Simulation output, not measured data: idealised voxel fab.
Process module under the name voxel fin reveal
FYI the section here is cut, 300 nm wide, cells are 5 nm squares.
Cross-sections here: square-cell grids, written as top-down lists of bands, a band being one or more rows of cells.
This entry defines a band. It first specifies the height of the band's top and the height of its bottom in nm, and then specifies the band's materials from left to right, stating each material with its width in nm. The word "everywhere" identifies a single material that fills the band from edge to edge, while the word "air" identifies empty space.
For the purposes of this specification, 0 denotes the height below which the wafer in its as-received condition is composed wholly of one material, and the lowermost band, lacking a lower limit, extends downward without end, as expressed in "top 0, no bottom".
With a width like "30->40", each row of cells in the band differs from the next by the same amount, the top row carrying the first number and the bottom row the second.
Key: "remained the same" - step with no changed cell in the cross-section.
"Fully sealed voids" enumerates empty spaces isolated from the top, with no open way to it, that contain at least 8 cells, giving each as width x height at distance from the left edge, all three in nm.
Where a step's line continues beyond its settings, the continuation is a remark by the simulator itself on that step.
Regarding "overlay nm": on a step with a mask, it is the distance the mask lay to the right of its planned place; a negative value places it to the left.
## Process steps (planned)
1 RECEIVE,material Si
2 CONFORMAL_DEP,material SiN,thk nm 10
3 MASKED_ETCH,tone cover,mask id FINS,width nm 15,pitch nm 35,etch materials SiN,depth nm 10,overlay nm 0
4 MASKED_ETCH,tone cover,mask id FINS,width nm 15,pitch nm 35,etch materials Si,depth nm 30,overlay nm 0
5 OXIDIZE,depth nm 5
6 FILL_DEP,material SiO2,thk nm 10
7 CMP,height nm 10
8 SELECTIVE_ETCH,etch materials SiO2,depth nm 25
9 STRIP,etch materials SiN
## Cross-section of the wafer upon arrival, representing the state reached after step 1
> top 0, no bottom: Si everywhere
> Fully sealed voids: none
## End-of-module XS, first of two wafers, run as planned
> top 0, bottom -15: 95 of air, 5 of Si, 30 of air, 5 of Si, 30 of air, 5 of Si, 30 of air, 5 of Si, 95 of air
> top -15, bottom -35: 95 of SiO2, 5 of Si, 30 of SiO2, 5 of Si, 30 of SiO2, 5 of Si, 30 of SiO2, 5 of Si, 95 of SiO2
> top -35, no bottom: Si everywhere
> Fully sealed voids: none
## Wafer two, sectioned after the module: the first wafer's start, the first wafer's plan, and one mistake in how it was run
> top 0, bottom -30: 90 of air, 5 of SiO2, 5 of Si, 5 of SiO2, 20 of air, 5 of SiO2, 5 of Si, 5 of SiO2, 20 of air, 5 of SiO2, 5 of Si, 5 of SiO2, 20 of air, 5 of SiO2, 5 of Si, 5 of SiO2, 90 of air
> top -30, bottom -35: 95 of SiO2, 5 of Si, 30 of SiO2, 5 of Si, 30 of SiO2, 5 of Si, 30 of SiO2, 5 of Si, 95 of SiO2
> top -35, no bottom: Si everywhere
> Fully sealed voids: none
Deviation from plan: step 6 ran differently from the plan; actual operation with settings: FILL_DEP,material SiN,thk nm 10
Final tally in cells, some materials are higher or lower on the second wafer than on the first: -120 SiO2
